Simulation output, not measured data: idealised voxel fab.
process module | voxel gate over fins
cross-section cut | 250 nm wide | cells 5 nm
A cross-section is a grid of square cells, given in bands from the top down. A band is one or more rows of cells.
Each band's line starts with the height of the band's top and of its bottom, in nm. Then come its materials from left to right, each with its width in nm. One material with "throughout" fills the band from edge to edge. "air" is empty space.
Height 0 is the level under which the wafer as received is all one material. The lowest band goes on downwards, as in "0 down".
A width such as "30 to 40" changes by the same amount from each row of cells to the next, from the band's top row to its bottom row.
"no change" after a step means that no cell of the cross-section changed.
closed voids: empty space of 8 cells or more with no open way to the top, each as width x height at its distance from the left edge, in nm
after a step's settings: what the simulator itself notes on the step
overlay nm, on a step with a mask: how far to the right of its planned place the mask lay; to the left if negative
plan
1 op RECEIVE | material Si
2 op CONFORMAL_DEP | material SiN | thk nm 5
3 op DIRECTIONAL_DEP | material aC | thk nm 15
4 op PATTERN | tone cover | mask id FINS | material resist | width nm 15 | pitch nm 50 | thk nm 30 | overlay nm 0
5 op DIRECTIONAL_ETCH | etch materials aC | depth nm 15
6 op STRIP | etch materials resist
7 op DIRECTIONAL_ETCH | etch materials SiN | depth nm 5
8 op DIRECTIONAL_ETCH | etch materials Si | depth nm 40
9 op STRIP | etch materials aC
10 op FILL_DEP | material SiO2 | thk nm 15
11 op CMP | height nm 5
12 op DIRECTIONAL_DEP | material aC | thk nm 10
13 op PATTERN | tone open | mask id RAIL | material resist | width nm 15 | thk nm 25 | overlay nm 0
14 op DIRECTIONAL_ETCH | etch materials aC | depth nm 10
15 op STRIP | etch materials resist
16 op DIRECTIONAL_ETCH | etch materials SiO2 | depth nm 40
17 op STRIP | etch materials aC
18 op CONFORMAL_DEP | material TiN | thk nm 5
19 op FILL_DEP | material Ru | thk nm 5
20 op CMP | height nm 5
21 op SELECTIVE_ETCH | etch materials W Ru TiN | depth nm 20
22 op FILL_DEP | material SiO2 | thk nm 5
23 op CMP | height nm 5
24 op SELECTIVE_ETCH | etch materials SiO2 | depth nm 15
25 op STRIP | etch materials SiN
26 op CONFORMAL_DEP | material HfO2 | thk nm 5
27 op CONFORMAL_DEP | material TiN | thk nm 5
28 op FILL_DEP | material W | thk nm 15
29 op CMP | height nm 20
30 op CONFORMAL_DEP | material SiN | thk nm 5
first wafer, as planned
as received, after step 1
  0 down: Si throughout
  closed voids: none
after step 2
  5 to 0: SiN throughout
  below 0: unchanged
after step 3
  20 to 5: aC throughout
  below 5: unchanged
after step 4
  50 to 20: air 65 | resist 15 | air 35 | resist 15 | air 35 | resist 15 | air 70
  below 20: unchanged
after step 5
  35 to 20: air 65 | resist 15 | air 35 | resist 15 | air 35 | resist 15 | air 70
  20 to 5: air 65 | aC 15 | air 35 | aC 15 | air 35 | aC 15 | air 70
  below 5: unchanged
after step 6
  20 to 5: air 65 | aC 15 | air 35 | aC 15 | air 35 | aC 15 | air 70
  below 5: unchanged
after step 7
  20 to 5: air 65 | aC 15 | air 35 | aC 15 | air 35 | aC 15 | air 70
  5 to 0: air 65 | SiN 15 | air 35 | SiN 15 | air 35 | SiN 15 | air 70
  below 0: unchanged
after step 8
  20 to 5: air 65 | aC 15 | air 35 | aC 15 | air 35 | aC 15 | air 70
  5 to 0: air 65 | SiN 15 | air 35 | SiN 15 | air 35 | SiN 15 | air 70
  0 to -40: air 65 | Si 15 | air 35 | Si 15 | air 35 | Si 15 | air 70
  below -40: unchanged
after step 9
  5 to 0: air 65 | SiN 15 | air 35 | SiN 15 | air 35 | SiN 15 | air 70
  below 0: unchanged
after step 10
  20 to 5: SiO2 throughout
  5 to 0: SiO2 65 | SiN 15 | SiO2 35 | SiN 15 | SiO2 35 | SiN 15 | SiO2 70
  0 to -40: SiO2 65 | Si 15 | SiO2 35 | Si 15 | SiO2 35 | Si 15 | SiO2 70
  below -40: unchanged
after step 11
  5 to 0: SiO2 65 | SiN 15 | SiO2 35 | SiN 15 | SiO2 35 | SiN 15 | SiO2 70
  below 0: unchanged
after step 12
  15 to 5: aC throughout
  below 5: unchanged
after step 13
  40 to 15: resist 90 | air 15 | resist 145
  below 15: unchanged
after step 14
  30 to 15: resist 90 | air 15 | resist 145
  15 to 5: aC 90 | air 15 | aC 145
  below 5: unchanged
after step 15
  15 to 5: aC 90 | air 15 | aC 145
  below 5: unchanged
after step 16
  15 to 5: aC 90 | air 15 | aC 145
  5 to 0: SiO2 65 | SiN 15 | SiO2 10 | air 15 | SiO2 10 | SiN 15 | SiO2 35 | SiN 15 | SiO2 70
  0 to -35: SiO2 65 | Si 15 | SiO2 10 | air 15 | SiO2 10 | Si 15 | SiO2 35 | Si 15 | SiO2 70
  below -35: unchanged
after step 17
  5 to 0: SiO2 65 | SiN 15 | SiO2 10 | air 15 | SiO2 10 | SiN 15 | SiO2 35 | SiN 15 | SiO2 70
  below 0: unchanged
after step 18
  10 to 5: TiN 95 | air 5 | TiN 150
  5 to 0: SiO2 65 | SiN 15 | SiO2 10 | TiN 5 | air 5 | TiN 5 | SiO2 10 | SiN 15 | SiO2 35 | SiN 15 | SiO2 70
  0 to -30: SiO2 65 | Si 15 | SiO2 10 | TiN 5 | air 5 | TiN 5 | SiO2 10 | Si 15 | SiO2 35 | Si 15 | SiO2 70
  -30 to -35: SiO2 65 | Si 15 | SiO2 10 | TiN 15 | SiO2 10 | Si 15 | SiO2 35 | Si 15 | SiO2 70
  below -35: unchanged
after step 19
  15 to 10: Ru throughout
  10 to 5: TiN 95 | Ru 5 | TiN 150
  5 to 0: SiO2 65 | SiN 15 | SiO2 10 | TiN 5 | Ru 5 | TiN 5 | SiO2 10 | SiN 15 | SiO2 35 | SiN 15 | SiO2 70
  0 to -30: SiO2 65 | Si 15 | SiO2 10 | TiN 5 | Ru 5 | TiN 5 | SiO2 10 | Si 15 | SiO2 35 | Si 15 | SiO2 70
  below -30: unchanged
after step 20
  5 to 0: SiO2 65 | SiN 15 | SiO2 10 | TiN 5 | Ru 5 | TiN 5 | SiO2 10 | SiN 15 | SiO2 35 | SiN 15 | SiO2 70
  below 0: unchanged
after step 21
  5 to 0: SiO2 65 | SiN 15 | SiO2 10 | air 15 | SiO2 10 | SiN 15 | SiO2 35 | SiN 15 | SiO2 70
  0 to -15: SiO2 65 | Si 15 | SiO2 10 | air 15 | SiO2 10 | Si 15 | SiO2 35 | Si 15 | SiO2 70
  below -15: unchanged
after step 22
  10 to 5: SiO2 throughout
  5 to 0: SiO2 65 | SiN 15 | SiO2 35 | SiN 15 | SiO2 35 | SiN 15 | SiO2 70
  0 to -15: SiO2 65 | Si 15 | SiO2 35 | Si 15 | SiO2 35 | Si 15 | SiO2 70
  below -15: unchanged
after step 23
  5 to 0: SiO2 65 | SiN 15 | SiO2 35 | SiN 15 | SiO2 35 | SiN 15 | SiO2 70
  below 0: unchanged
after step 24
  5 to 0: air 65 | SiN 15 | air 35 | SiN 15 | air 35 | SiN 15 | air 70
  0 to -10: air 65 | Si 15 | air 35 | Si 15 | air 35 | Si 15 | air 70
  below -10: unchanged
after step 25
  0 to -10: air 65 | Si 15 | air 35 | Si 15 | air 35 | Si 15 | air 70
  below -10: unchanged
after step 26
  5 to 0: air 60 | HfO2 25 | air 25 | HfO2 25 | air 25 | HfO2 25 | air 65
  0 to -5: air 60 | HfO2 5 | Si 15 | HfO2 5 | air 25 | HfO2 5 | Si 15 | HfO2 5 | air 25 | HfO2 5 | Si 15 | HfO2 5 | air 65
  -5 to -10: HfO2 65 | Si 15 | HfO2 35 | Si 15 | HfO2 35 | Si 15 | HfO2 70
  below -10: unchanged
after step 27
  10 to 5: air 55 | TiN 35 | air 15 | TiN 35 | air 15 | TiN 35 | air 60
  5 to 0: air 55 | TiN 5 | HfO2 25 | TiN 5 | air 15 | TiN 5 | HfO2 25 | TiN 5 | air 15 | TiN 5 | HfO2 25 | TiN 5 | air 60
  0 to -5: TiN 60 | HfO2 5 | Si 15 | HfO2 5 | TiN 25 | HfO2 5 | Si 15 | HfO2 5 | TiN 25 | HfO2 5 | Si 15 | HfO2 5 | TiN 65
  below -5: unchanged
after step 28
  25 to 10: W throughout
  10 to 5: W 55 | TiN 35 | W 15 | TiN 35 | W 15 | TiN 35 | W 60
  5 to 0: W 55 | TiN 5 | HfO2 25 | TiN 5 | W 15 | TiN 5 | HfO2 25 | TiN 5 | W 15 | TiN 5 | HfO2 25 | TiN 5 | W 60
  below 0: unchanged
after step 29
  20 to 10: W throughout
  below 10: unchanged
after step 30
  25 to 20: SiN throughout
  below 20: unchanged
second wafer: like start, like plan, one mistake. Through step 26 it matches the first wafer
when step 27 should have ended
  10 to 5: air 55 | SiN 35 | air 15 | SiN 35 | air 15 | SiN 35 | air 60
  5 to 0: air 55 | SiN 5 | HfO2 25 | SiN 5 | air 15 | SiN 5 | HfO2 25 | SiN 5 | air 15 | SiN 5 | HfO2 25 | SiN 5 | air 60
  0 to -5: SiN 60 | HfO2 5 | Si 15 | HfO2 5 | SiN 25 | HfO2 5 | Si 15 | HfO2 5 | SiN 25 | HfO2 5 | Si 15 | HfO2 5 | SiN 65
  below -5: unchanged
when step 28 should have ended
  25 to 10: W throughout
  10 to 5: W 55 | SiN 35 | W 15 | SiN 35 | W 15 | SiN 35 | W 60
  5 to 0: W 55 | SiN 5 | HfO2 25 | SiN 5 | W 15 | SiN 5 | HfO2 25 | SiN 5 | W 15 | SiN 5 | HfO2 25 | SiN 5 | W 60
  below 0: unchanged
when step 29 should have ended
  20 to 10: W throughout
  below 10: unchanged
when step 30 should have ended
  25 to 20: SiN throughout
  below 20: unchanged
what went wrong: step 27 ran as: op CONFORMAL_DEP | material SiN | thk nm 5
at the end the second wafer has, in cells: 62 more of SiN | 62 fewer of TiN
